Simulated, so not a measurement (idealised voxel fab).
Documented hereafter: the process module known as voxel transistor to metal.
Xsec cut, 205 nm wide, square cell size 5 nm.
Cross-section spec: square-cell grid; bands listed top down; each band is one or more rows.
It is stipulated that each band's entry specify, in nanometres, the height of the top of the band and then that of its bottom, followed by the materials of the band in left-to-right sequence, each together with its width in nanometres. A single material marked by the word "throughout" is understood to fill the band from edge to edge; the word "air" is understood to denote empty space.
The reference from which all heights are counted is 0, the level beneath which the as-received wafer is entirely one material; the lowest band, having no lower bound, proceeds downward and is written after the example "top 0, no bottom".
A width such as "30 to 40" changes by the same amount from each row of cells to the next, from the band's top row to its bottom row.
"no change" after a step means that no cell of the cross-section changed.
The entry "Closed-off voids" lists the empty spaces that cover at least 8 cells and have no open path to the top. Each is written as width x height at distance, where the distance is measured from the left edge and all three values are in nm.
Post-settings text on a step line: simulator's own remark regarding the step.
overlay nm: step with mask; distance mask lay right of planned place; negative value = left of planned place.
INTENDED PROCESS STEPS
- 1: RECEIVE, material Si
- 2: CONFORMAL_DEP, material SiO2, thk nm 5
- 3: CONFORMAL_DEP, material SiN, thk nm 15
- 4: PATTERN, tone cover, mask id ACTIVE, material resist, width nm 115, thk nm 15, overlay nm 0
- 5: DIRECTIONAL_ETCH, etch materials SiN, depth nm 15
- 6: DIRECTIONAL_ETCH, etch materials SiO2, depth nm 5
- 7: DIRECTIONAL_ETCH, etch materials Si, depth nm 35
- 8: STRIP, etch materials resist
- 9: OXIDIZE, depth nm 5
- 10: FILL_DEP, material SiO2, thk nm 5
- 11: CMP, height nm 20
- 12: SELECTIVE_ETCH, etch materials SiO2, depth nm 10
- 13: STRIP, etch materials SiN
- 14: SELECTIVE_ETCH, etch materials SiO2, depth nm 5
- 15: OXIDIZE, depth nm 5
- 16: DIRECTIONAL_DEP, material polySi, thk nm 20
- 17: DIRECTIONAL_DEP, material SiCN, thk nm 15
- 18: PATTERN, tone cover, mask id GATE, material resist, width nm 35, thk nm 15, overlay nm 0
- 19: DIRECTIONAL_ETCH, etch materials SiCN, depth nm 25
- 20: DIRECTIONAL_ETCH, etch materials polySi, depth nm 30
- 21: STRIP, etch materials resist
- 22: CONFORMAL_DEP, material SiN, thk nm 5
- 23: DIRECTIONAL_ETCH, etch materials SiN, depth nm 5
- 24: DIRECTIONAL_ETCH, etch materials SiO2, depth nm 5
- 25: DIRECTIONAL_ETCH, etch materials Si, depth nm 5
- 26: EPI, material nSi, thk nm 10
- 27: FILL_DEP, material SiO2, thk nm 10
- 28: CMP, height nm 20
- 29: STRIP, etch materials polySi
- 30: SELECTIVE_ETCH, etch materials SiO2, depth nm 5
- 31: CONFORMAL_DEP, material HfO2, thk nm 5
- 32: CONFORMAL_DEP, material TiN, thk nm 5
- 33: FILL_DEP, material W, thk nm 5
- 34: CMP, height nm 15
- 35: DIRECTIONAL_DEP, material SiO2, thk nm 10
- 36: MASKED_ETCH, tone open, mask id CONTACT, width nm 20, pitch nm 85, etch materials SiO2, depth nm 25, overlay nm 0
- 37: CONFORMAL_DEP, material TiN, thk nm 5
- 38: FILL_DEP, material Ru, thk nm 5
- 39: CMP, height nm 25
- 40: CONFORMAL_DEP, material SiCN, thk nm 5
- 41: DIRECTIONAL_DEP, material lowk, thk nm 25
- 42: MASKED_ETCH, tone open, mask id METAL_1, width nm 20, pitch nm 85, etch materials lowk, depth nm 25, overlay nm 0
- 43: MASKED_ETCH, tone open, mask id METAL_1, width nm 20, pitch nm 85, etch materials SiCN, depth nm 5, overlay nm 0
- 44: CONFORMAL_DEP, material TiN, thk nm 5
- 45: FILL_DEP, material Cu, thk nm 5
- 46: CMP, height nm 55
- 47: CONFORMAL_DEP, material SiCN, thk nm 5
- 48: DIRECTIONAL_DEP, material lowk, thk nm 30
- 49: DIRECTIONAL_DEP, material aC, thk nm 10
- 50: PATTERN, tone open, mask id METAL_2_HOLES, material resist, width nm 15, pitch nm 85, thk nm 25, overlay nm 0
- 51: DIRECTIONAL_ETCH, etch materials aC, depth nm 10
- 52: STRIP, etch materials resist
- 53: DIRECTIONAL_ETCH, etch materials lowk, depth nm 30
- 54: STRIP, etch materials aC
- 55: DIRECTIONAL_DEP, material aC, thk nm 10
- 56: PATTERN, tone open, mask id METAL_2, material resist, width nm 20, pitch nm 85, thk nm 25, overlay nm 0
- 57: DIRECTIONAL_ETCH, etch materials aC, depth nm 10
- 58: STRIP, etch materials resist
- 59: DIRECTIONAL_ETCH, etch materials lowk, depth nm 15
- 60: DIRECTIONAL_ETCH, etch materials SiCN, depth nm 5
- 61: STRIP, etch materials aC
- 62: CONFORMAL_DEP, material TiN, thk nm 5
- 63: FILL_DEP, material Cu, thk nm 5
- 64: CMP, height nm 90
- 65: CONFORMAL_DEP, material SiN, thk nm 5
STEP 1 COMPLETE: CROSS-SECTION OF THE WAFER AS RECEIVED
* top 0, no bottom = Si throughout
* Closed-off voids: none
CROSS-SECTIONAL IMAGE OF THE FIRST OF TWO WAFERS AT THE END OF THE MODULE, THE RUN HAVING PROCEEDED AS PLANNED
* top 95, bottom 90 = SiN throughout
* top 90, bottom 80 = lowk (50) / TiN (5) / Cu (10) / TiN (5) / lowk (65) / TiN (5) / Cu (10) / TiN (5) / lowk (50)
* top 80, bottom 75 = lowk (50) / TiN (5) / Cu (5) / TiN (10) / lowk (65) / TiN (5) / Cu (5) / TiN (10) / lowk (50)
* top 75, bottom 60 = lowk (50) / TiN (5) / Cu (5) / TiN (5) / lowk (70) / TiN (5) / Cu (5) / TiN (5) / lowk (55)
* top 60, bottom 55 = SiCN (50) / TiN (15) / SiCN (70) / TiN (15) / SiCN (55)
* top 55, bottom 30 = lowk (50) / TiN (5) / Cu (10) / TiN (5) / lowk (65) / TiN (5) / Cu (10) / TiN (5) / lowk (50)
* top 30, bottom 25 = SiCN (50) / TiN (20) / SiCN (65) / TiN (20) / SiCN (50)
* top 25, bottom 15 = SiO2 (50) / TiN (5) / Ru (10) / TiN (5) / SiO2 (65) / TiN (5) / Ru (10) / TiN (5) / SiO2 (50)
* top 15, bottom 5 = SiO2 (50) / TiN (5) / Ru (10) / TiN (5) / SiO2 (10) / SiN (5) / HfO2 (5) / TiN (5) / W (15) / TiN (5) / HfO2 (5) / SiN (5) / SiO2 (10) / TiN (5) / Ru (10) / TiN (5) / SiO2 (50)
* top 5, bottom 0 = SiO2 (40) / SiN (5) / SiO2 (5) / TiN (20) / nSi (10) / SiN (5) / HfO2 (5) / TiN (25) / HfO2 (5) / SiN (5) / nSi (10) / TiN (20) / SiO2 (5) / SiN (5) / SiO2 (40)
* top 0, bottom -5 = SiO2 (45) / nSi (35) / HfO2 (45) / nSi (35) / SiO2 (45)
* top -5, bottom -10 = SiO2 (50) / nSi (30) / Si (45) / nSi (30) / SiO2 (50)
* top -10, bottom -40 = SiO2 (50) / Si (105) / SiO2 (50)
* top -40, no bottom = Si throughout
* Closed-off voids: none
CROSS-SECTIONAL VIEW: SECOND OF TWO WAFERS, END OF MODULE; START AND PLAN IDENTICAL TO THE FIRST, ONE MISTAKE IN RUNNING
* top 95, bottom 90 = SiN throughout
* top 90, bottom 80 = lowk (50) / TiN (5) / Cu (5) / TiN (5) / lowk (70) / TiN (5) / Cu (5) / TiN (5) / lowk (55)
* top 80, bottom 75 = lowk (50) / TiN (15) / lowk (70) / TiN (15) / lowk (55)
* top 75, bottom 60 = lowk throughout
* top 60, bottom 55 = SiCN throughout
* top 55, bottom 30 = lowk (50) / TiN (5) / Cu (10) / TiN (5) / lowk (65) / TiN (5) / Cu (10) / TiN (5) / lowk (50)
* top 30, bottom 25 = SiCN (50) / TiN (20) / SiCN (65) / TiN (20) / SiCN (50)
* top 25, bottom 15 = SiO2 (50) / TiN (5) / Ru (10) / TiN (5) / SiO2 (65) / TiN (5) / Ru (10) / TiN (5) / SiO2 (50)
* top 15, bottom 5 = SiO2 (50) / TiN (5) / Ru (10) / TiN (5) / SiO2 (10) / SiN (5) / HfO2 (5) / TiN (5) / W (15) / TiN (5) / HfO2 (5) / SiN (5) / SiO2 (10) / TiN (5) / Ru (10) / TiN (5) / SiO2 (50)
* top 5, bottom 0 = SiO2 (40) / SiN (5) / SiO2 (5) / TiN (20) / nSi (10) / SiN (5) / HfO2 (5) / TiN (25) / HfO2 (5) / SiN (5) / nSi (10) / TiN (20) / SiO2 (5) / SiN (5) / SiO2 (40)
* top 0, bottom -5 = SiO2 (45) / nSi (35) / HfO2 (45) / nSi (35) / SiO2 (45)
* top -5, bottom -10 = SiO2 (50) / nSi (30) / Si (45) / nSi (30) / SiO2 (50)
* top -10, bottom -40 = SiO2 (50) / Si (105) / SiO2 (50)
* top -40, no bottom = Si throughout
* Closed-off voids: none
In executing the process, a mistake was made relative to the plan: step 48 in the plan was executed twice
Cell-count delta at end, second wafer over first, by material: 12 fewer of Cu; 6 more of SiCN; 18 fewer of TiN; 24 more of lowk
